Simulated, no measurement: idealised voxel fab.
Name of the process module below: voxel ribs on slabs
Displayed cross-section: cut, width of 290 nm, square cells sized 5 nm.
Throughout this document, each cross-section is represented as a grid of square cells and is presented as a sequence of bands enumerated from the top downward, where a band comprises one or more rows of cells.
Read a band's entry like this: the first values are the height of its top and the height of its bottom in nm, and what follows is the sequence of materials from left to right, each with its width in nm. Note that "empty" is empty space, and that a single material marked "everywhere" reaches across the band from edge to edge.
Height 0 is the level under which the wafer as received is all one material. The lowest band goes on downwards, as in "0..down".
Graded width ("30..40"): value in top row of band = first number; value in bottom row = second number; row-to-row change constant.
Where a step carries "remained the same", the cross-section came out of it unchanged, cell for cell.
Closed empty spaces (no open way to the top) of 8 cells or more are what "Non-vented voids" lists, each as width x height at distance from the left edge, nm for all three.
On each step's line, the part that comes after the settings is the simulator's own comment on the step.
The optional step-line setting "overlay nm" applies to steps with a mask and quantifies how far to the right of its planned location the mask lay, a negative value indicating leftward placement.
**The process steps that were planned are listed below**
| 1 | RECEIVE (material Si) |
| 2 | DIRECTIONAL_DEP (material SiO2; thk nm 20) |
| 3 | DIRECTIONAL_DEP (material polySi; thk nm 15) |
| 4 | DIRECTIONAL_DEP (material aC; thk nm 15) |
| 5 | PATTERN (tone cover; mask id RIB; material resist; width nm 15; thk nm 30; overlay nm 0) |
| 6 | DIRECTIONAL_ETCH (etch materials aC; depth nm 15) |
| 7 | STRIP (etch materials resist) |
| 8 | DIRECTIONAL_ETCH (etch materials polySi; depth nm 10) |
| 9 | STRIP (etch materials aC) |
| 10 | MASKED_ETCH (tone cover; mask id SLAB; width nm 45; etch materials polySi; depth nm 5; overlay nm 0) |
| 11 | FILL_DEP (material SiO2; thk nm 25) |
| 12 | CMP (height nm 55) |
| 13 | DIRECTIONAL_DEP (material W; thk nm 10) |
| 14 | DIRECTIONAL_DEP (material aC; thk nm 15) |
| 15 | PATTERN (tone cover; mask id HEATER; material resist; width nm 25; thk nm 30; overlay nm 0) |
| 16 | DIRECTIONAL_ETCH (etch materials aC; depth nm 15) |
| 17 | STRIP (etch materials resist) |
| 18 | DIRECTIONAL_ETCH (etch materials W; depth nm 10) |
| 19 | STRIP (etch materials aC) |
| 20 | CONFORMAL_DEP (material SiN; thk nm 5) |
**What follows covers the first of two wafers; it ran as planned**
**Cross-section, incoming material, after step 1**
* 0..down | Si everywhere
* Non-vented voids: none
**Step 2 done - wafer cross-section**
* 20..0 | SiO2 everywhere
* Beneath the level 0, the cross-section is identical to its previous state.
**Step 3 done - wafer cross-section**
* 35..20 | polySi everywhere
* Beneath the level 20, the cross-section is identical to its previous state.
**Step 4 done - wafer cross-section**
* 50..35 | aC everywhere
* Beneath the level 35, the cross-section is identical to its previous state.
**Step 5 done - wafer cross-section**
* 80..50 | empty 135 nm, then resist 15 nm, then empty 140 nm
* Beneath the level 50, the cross-section is identical to its previous state.
**Step 6 done - wafer cross-section**
* 65..50 | empty 135 nm, then resist 15 nm, then empty 140 nm
* 50..35 | empty 135 nm, then aC 15 nm, then empty 140 nm
* Beneath the level 35, the cross-section is identical to its previous state.
**Step 7 done - wafer cross-section**
* 50..35 | empty 135 nm, then aC 15 nm, then empty 140 nm
* Beneath the level 35, the cross-section is identical to its previous state.
**Step 8 done - wafer cross-section**
* 50..35 | empty 135 nm, then aC 15 nm, then empty 140 nm
* 35..25 | empty 135 nm, then polySi 15 nm, then empty 140 nm
* Beneath the level 25, the cross-section is identical to its previous state.
**Step 9 done - wafer cross-section**
* 35..25 | empty 135 nm, then polySi 15 nm, then empty 140 nm
* Beneath the level 25, the cross-section is identical to its previous state.
**Step 10 done - wafer cross-section**
* 35..25 | empty 135 nm, then polySi 15 nm, then empty 140 nm
* 25..20 | empty 120 nm, then polySi 45 nm, then empty 125 nm
* Beneath the level 20, the cross-section is identical to its previous state.
**Step 11 done - wafer cross-section**
* 60..35 | SiO2 everywhere
* 35..25 | SiO2 135 nm, then polySi 15 nm, then SiO2 140 nm
* 25..20 | SiO2 120 nm, then polySi 45 nm, then SiO2 125 nm
* Beneath the level 20, the cross-section is identical to its previous state.
**Step 12 done - wafer cross-section**
* 55..35 | SiO2 everywhere
* Beneath the level 35, the cross-section is identical to its previous state.
**Step 13 done - wafer cross-section**
* 65..55 | W everywhere
* Beneath the level 55, the cross-section is identical to its previous state.
**Step 14 done - wafer cross-section**
* 80..65 | aC everywhere
* Beneath the level 65, the cross-section is identical to its previous state.
**Step 15 done - wafer cross-section**
* 110..80 | empty 130 nm, then resist 25 nm, then empty 135 nm
* Beneath the level 80, the cross-section is identical to its previous state.
**Step 16 done - wafer cross-section**
* 95..80 | empty 130 nm, then resist 25 nm, then empty 135 nm
* 80..65 | empty 130 nm, then aC 25 nm, then empty 135 nm
* Beneath the level 65, the cross-section is identical to its previous state.
**Step 17 done - wafer cross-section**
* 80..65 | empty 130 nm, then aC 25 nm, then empty 135 nm
* Beneath the level 65, the cross-section is identical to its previous state.
**Step 18 done - wafer cross-section**
* 80..65 | empty 130 nm, then aC 25 nm, then empty 135 nm
* 65..55 | empty 130 nm, then W 25 nm, then empty 135 nm
* Beneath the level 55, the cross-section is identical to its previous state.
**Step 19 done - wafer cross-section**
* 65..55 | empty 130 nm, then W 25 nm, then empty 135 nm
* Beneath the level 55, the cross-section is identical to its previous state.
**Step 20 done - wafer cross-section**
* 70..65 | empty 125 nm, then SiN 35 nm, then empty 130 nm
* 65..60 | empty 125 nm, then SiN 5 nm, then W 25 nm, then SiN 5 nm, then empty 130 nm
* 60..55 | SiN 130 nm, then W 25 nm, then SiN 135 nm
* Beneath the level 55, the cross-section is identical to its previous state.
**Second wafer, same starting state and plan as the first, one mistake in the run, identical through step 1**
**The second wafer in cross-section, at the planned close of step 2**
* 15..0 | polySi everywhere
* Beneath the level 0, the cross-section is identical to its previous state.
**The second wafer in cross-section, at the planned close of step 3**
* 35..15 | SiO2 everywhere
* Beneath the level 15, the cross-section is identical to its previous state.
**The second wafer in cross-section, at the planned close of step 4**
* 50..35 | aC everywhere
* Beneath the level 35, the cross-section is identical to its previous state.
**The second wafer in cross-section, at the planned close of step 5**
* 80..50 | empty 135 nm, then resist 15 nm, then empty 140 nm
* Beneath the level 50, the cross-section is identical to its previous state.
**The second wafer in cross-section, at the planned close of step 6**
* 65..50 | empty 135 nm, then resist 15 nm, then empty 140 nm
* 50..35 | empty 135 nm, then aC 15 nm, then empty 140 nm
* Beneath the level 35, the cross-section is identical to its previous state.
**The second wafer in cross-section, at the planned close of step 7**
* 50..35 | empty 135 nm, then aC 15 nm, then empty 140 nm
* Beneath the level 35, the cross-section is identical to its previous state.
The second wafer in cross-section, at the planned close of step 8: remained the same
**The second wafer in cross-section, at the planned close of step 9**
* 35..15 | SiO2 everywhere
* Beneath the level 15, the cross-section is identical to its previous state.
The second wafer in cross-section, at the planned close of step 10: remained the same
**The second wafer in cross-section, at the planned close of step 11**
* 60..15 | SiO2 everywhere
* Beneath the level 15, the cross-section is identical to its previous state.
**The second wafer in cross-section, at the planned close of step 12**
* 55..15 | SiO2 everywhere
* Beneath the level 15, the cross-section is identical to its previous state.
**The second wafer in cross-section, at the planned close of step 13**
* 65..55 | W everywhere
* Beneath the level 55, the cross-section is identical to its previous state.
**The second wafer in cross-section, at the planned close of step 14**
* 80..65 | aC everywhere
* Beneath the level 65, the cross-section is identical to its previous state.
**The second wafer in cross-section, at the planned close of step 15**
* 110..80 | empty 130 nm, then resist 25 nm, then empty 135 nm
* Beneath the level 80, the cross-section is identical to its previous state.
**The second wafer in cross-section, at the planned close of step 16**
* 95..80 | empty 130 nm, then resist 25 nm, then empty 135 nm
* 80..65 | empty 130 nm, then aC 25 nm, then empty 135 nm
* Beneath the level 65, the cross-section is identical to its previous state.
**The second wafer in cross-section, at the planned close of step 17**
* 80..65 | empty 130 nm, then aC 25 nm, then empty 135 nm
* Beneath the level 65, the cross-section is identical to its previous state.
**The second wafer in cross-section, at the planned close of step 18**
* 80..65 | empty 130 nm, then aC 25 nm, then empty 135 nm
* 65..55 | empty 130 nm, then W 25 nm, then empty 135 nm
* Beneath the level 55, the cross-section is identical to its previous state.
**The second wafer in cross-section, at the planned close of step 19**
* 65..55 | empty 130 nm, then W 25 nm, then empty 135 nm
* Beneath the level 55, the cross-section is identical to its previous state.
**The second wafer in cross-section, at the planned close of step 20**
* 70..65 | empty 125 nm, then SiN 35 nm, then empty 130 nm
* 65..60 | empty 125 nm, then SiN 5 nm, then W 25 nm, then SiN 5 nm, then empty 130 nm
* 60..55 | SiN 130 nm, then W 25 nm, then SiN 135 nm
* Beneath the level 55, the cross-section is identical to its previous state.
What was the processing mistake? steps 2 and 3 run out of order (swapped)
Upon completion, the second wafer contains, in terms of cells, a greater or smaller amount of certain materials than the first wafer: -159 SiO2; +159 polySi
